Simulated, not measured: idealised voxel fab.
process module | voxel trench capacitor
cross-section cut | 290 nm wide | cells 5 nm
A cross-section is a grid of square cells, given in bands from the top down. A band is one or more rows of cells.
Each band's line starts with the height of the band's top and of its bottom, in nm. Then come its materials from left to right, each with its width in nm. One material with "throughout" fills the band from edge to edge. "air" is empty space.
Height 0 is the level under which the wafer as received is all one material. The lowest band goes on downwards, as in "0 down".
A width such as "30 to 40" changes by the same amount from each row of cells to the next, from the band's top row to its bottom row.
"no change" after a step means that no cell of the cross-section changed.
closed voids: empty space of 8 cells or more with no open way to the top, each as width x height at its distance from the left edge, in nm
after a step's settings: what the simulator itself notes on the step
overlay nm, on a step with a mask: how far to the right of its planned place the mask lay; to the left if negative
plan
1 op RECEIVE | material Si
2 op CONFORMAL_DEP | material SiN | thk nm 5
3 op DIRECTIONAL_DEP | material aC | thk nm 10
4 op PATTERN | tone open | mask id TRENCH | material resist | width nm 30 | pitch nm 55 | thk nm 25 | overlay nm -15
5 op DIRECTIONAL_ETCH | etch materials aC | depth nm 10
6 op STRIP | etch materials resist
7 op DIRECTIONAL_ETCH | etch materials SiN | depth nm 5
8 op DIRECTIONAL_ETCH | etch materials Si | depth nm 40
9 op STRIP | etch materials aC
10 op CONFORMAL_DEP | material HfO2 | thk nm 5
11 op CONFORMAL_DEP | material TiN | thk nm 5
12 op FILL_DEP | material W | thk nm 5
13 op CMP | height nm 5
varied across the wafers: overlay nm of step 4. The plan shows the first wafer's value. All wafers start alike
first wafer as received, after step 1
  0 down: Si throughout
  closed voids: none
first wafer at the end, after step 13
  5 to 0: SiN 30 | HfO2 5 | TiN 5 | W 10 | TiN 5 | HfO2 5 | SiN 25 | HfO2 5 | TiN 5 | W 10 | TiN 5 | HfO2 5 | SiN 25 | HfO2 5 | TiN 5 | W 10 | TiN 5 | HfO2 5 | SiN 25 | HfO2 5 | TiN 5 | W 10 | TiN 5 | HfO2 5 | SiN 65
  0 to -30: Si 30 | HfO2 5 | TiN 5 | W 10 | TiN 5 | HfO2 5 | Si 25 | HfO2 5 | TiN 5 | W 10 | TiN 5 | HfO2 5 | Si 25 | HfO2 5 | TiN 5 | W 10 | TiN 5 | HfO2 5 | Si 25 | HfO2 5 | TiN 5 | W 10 | TiN 5 | HfO2 5 | Si 65
  -30 to -35: Si 30 | HfO2 5 | TiN 20 | HfO2 5 | Si 25 | HfO2 5 | TiN 20 | HfO2 5 | Si 25 | HfO2 5 | TiN 20 | HfO2 5 | Si 25 | HfO2 5 | TiN 20 | HfO2 5 | Si 65
  -35 to -40: Si 30 | HfO2 30 | Si 25 | HfO2 30 | Si 25 | HfO2 30 | Si 25 | HfO2 30 | Si 65
  -40 down: Si throughout
  closed voids: none
last wafer at the end
  5 to 0: SiN 60 | HfO2 5 | TiN 5 | W 10 | TiN 5 | HfO2 5 | SiN 25 | HfO2 5 | TiN 5 | W 10 | TiN 5 | HfO2 5 | SiN 25 | HfO2 5 | TiN 5 | W 10 | TiN 5 | HfO2 5 | SiN 25 | HfO2 5 | TiN 5 | W 10 | TiN 5 | HfO2 5 | SiN 35
  0 to -30: Si 60 | HfO2 5 | TiN 5 | W 10 | TiN 5 | HfO2 5 | Si 25 | HfO2 5 | TiN 5 | W 10 | TiN 5 | HfO2 5 | Si 25 | HfO2 5 | TiN 5 | W 10 | TiN 5 | HfO2 5 | Si 25 | HfO2 5 | TiN 5 | W 10 | TiN 5 | HfO2 5 | Si 35
  -30 to -35: Si 60 | HfO2 5 | TiN 20 | HfO2 5 | Si 25 | HfO2 5 | TiN 20 | HfO2 5 | Si 25 | HfO2 5 | TiN 20 | HfO2 5 | Si 25 | HfO2 5 | TiN 20 | HfO2 5 | Si 35
  -35 to -40: Si 60 | HfO2 30 | Si 25 | HfO2 30 | Si 25 | HfO2 30 | Si 25 | HfO2 30 | Si 35
  -40 down: Si throughout
  closed voids: none
each wafer at the end: cells of each material gained (+) or lost (-) since it was received, then its closed voids
overlay nm -15 | +88 HfO2 | -192 Si | +34 SiN | +72 TiN | +56 W | closed voids: none
overlay nm -10 | +88 HfO2 | -192 Si | +34 SiN | +72 TiN | +56 W | closed voids: none
overlay nm -5 | +88 HfO2 | -192 Si | +34 SiN | +72 TiN | +56 W | closed voids: none
overlay nm 0 | +88 HfO2 | -192 Si | +34 SiN | +72 TiN | +56 W | closed voids: none
overlay nm 5 | +88 HfO2 | -192 Si | +34 SiN | +72 TiN | +56 W | closed voids: none
overlay nm 10 | +88 HfO2 | -192 Si | +34 SiN | +72 TiN | +56 W | closed voids: none
overlay nm 15 | +88 HfO2 | -192 Si | +34 SiN | +72 TiN | +56 W | closed voids: none
